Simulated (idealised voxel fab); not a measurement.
Process module name: voxel plated lines
225 nm wide, 5 nm square cells: that's cross-section cut.
We lay out every cross-section as a grid of square cells and spell it out in bands from the top down, where one band means one or more rows of cells. For a band, the entry starts with two heights in nm, that of the top and then that of the bottom, and carries on with the band's materials in order from left to right, each alongside its width in nm; the word "full width" beside a single material means it fills the band edge to edge, and "air" means empty space. Height datum 0, below which the as-received substrate wafer is one material. Lowest band open at the bottom, running downward: "from 0 down". Read "30 to 40" as a graded width: first number on top, second number at the bottom, same change between each pair of neighbouring rows. For the purposes of this document, the phrase "no alterations made" attached to a step denotes that no cell within the cross-section was modified by that step. Under "Sealed-off cavities" you'll find the enclosed gaps, the ones with no way out to the top, that are 8 cells or bigger; each reads width x height at distance, with distance counted from the left edge, everything in nm. Anything after a step's settings on that line? It's the simulator's own note about the step. "overlay nm" answers the question of how far to the right of plan the mask lay on a step that has a mask, and when it is negative the answer is to the left.

**Process steps (planned)**
1. RECEIVE (material Si)
2. CONFORMAL_DEP (material SiO2; thk nm 10)
3. DIRECTIONAL_DEP (material TiN; thk nm 5)
4. PATTERN (tone open; mask id LINES; material resist; width nm 15; pitch nm 35; thk nm 20; overlay nm 0)
5. EPI (material Ru; thk nm 5)
6. STRIP (etch materials resist)
7. DIRECTIONAL_ETCH (etch materials TiN; depth nm 5)
8. CONFORMAL_DEP (material SiO2; thk nm 10)

**As-received state of the wafer in cross-section, equivalent to post-step 1**
    from 0 down: Si full width
    Sealed-off cavities: none

**a wafer at the end: this start, this plan, one mistake**
    from 20 to 10: 40 air | 140 SiO2 | 45 air
    from 10 to 5: 50 SiO2 | 15 Ru | 20 SiO2 | 15 Ru | 20 SiO2 | 15 Ru | 20 SiO2 | 15 Ru | 55 SiO2
    from 5 to 0: 50 SiO2 | 15 TiN | 20 SiO2 | 15 TiN | 20 SiO2 | 15 TiN | 20 SiO2 | 15 TiN | 55 SiO2
    from 0 down: Si full width
    Sealed-off cavities: none
Nonconformance to the process plan: the run left out plan step 2 entirely, so it was never executed
